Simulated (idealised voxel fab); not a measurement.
Process module name: voxel released beams
Square cells of 5 nm make up the cross-section cut, whose width is 155 nm.
The cross-sections in this document take the form of a grid made of square cells. They are written out as bands, in order from top to bottom. Each band consists of one or more rows of cells.
Read a band's entry like this: the first values are the height of its top and the height of its bottom in nm, and what follows is the sequence of materials from left to right, each with its width in nm. Note that "empty" is empty space, and that a single material marked "everywhere" reaches across the band from edge to edge.
A quick word on heights: they are counted from 0, and under that level the wafer as it came to us is one material throughout. The lowest band is different from the rest in having no bottom; it simply continues downward, written as in "0..down".
A width given as "30->40" starts at the first number in the band's top row and ends at the second number in its bottom row, shifting by an equal amount at every step from row to row.
Basically "no modification" means that step didn't change any cell in the cross-section.
This entry, "Sealed internal cavities", enumerates those empty regions of no fewer than 8 cells that possess no open connection to the top. Each region is reported in the form width x height at distance, the distance being taken from the left edge, with all three quantities expressed in nm.
On each step's line, the part that comes after the settings is the simulator's own comment on the step.
"overlay nm" answers the question of how far to the right of plan the mask lay on a step that has a mask, and when it is negative the answer is to the left.

Below is the list of planned process steps
1: RECEIVE | material Si
2: CONFORMAL_DEP | material Al2O3 | thk nm 5
3: DIRECTIONAL_DEP | material SiO2 | thk nm 15
4: DIRECTIONAL_DEP | material aC | thk nm 10
5: PATTERN | tone open | mask id ANCHOR | material resist | width nm 25 | thk nm 25 | overlay nm 0
6: DIRECTIONAL_ETCH | etch materials aC | depth nm 10
7: STRIP | etch materials resist
8: DIRECTIONAL_ETCH | etch materials SiO2 | depth nm 15
9: STRIP | etch materials aC
10: CONFORMAL_DEP | material W | thk nm 10
11: DIRECTIONAL_DEP | material aC | thk nm 15
12: PATTERN | tone cover | mask id BEAM | material resist | width nm 100 | thk nm 35 | overlay nm 0
13: DIRECTIONAL_ETCH | etch materials aC | depth nm 15
14: STRIP | etch materials resist
15: DIRECTIONAL_ETCH | etch materials W | depth nm 10
16: STRIP | etch materials aC
17: STRIP | etch materials SiO2
It is noted that the wafers described herein are identical at the outset and are distinguished by the width nm of step 5; the value stated in the plan corresponds to the first wafer.

Here's the first of the wafers in cross-section, just as we got it, i.e. after step 1
0..down  Si everywhere
Sealed internal cavities: none

For your reference, the table is organized with a row per wafer; each row reflects the wafer at the end of the module, indicating for each material the cells gained (+) or lost (-) since receipt, and thereafter its closed voids
width nm 25, +31 Al2O3, +52 W, Sealed internal cavities: none
width nm 30, +31 Al2O3, +52 W, Sealed internal cavities: none
width nm 35, +31 Al2O3, +52 W, Sealed internal cavities: none
width nm 40, +31 Al2O3, +52 W, Sealed internal cavities: none
width nm 45, +31 Al2O3, +52 W, Sealed internal cavities: none
width nm 50, +31 Al2O3, +52 W, Sealed internal cavities: none
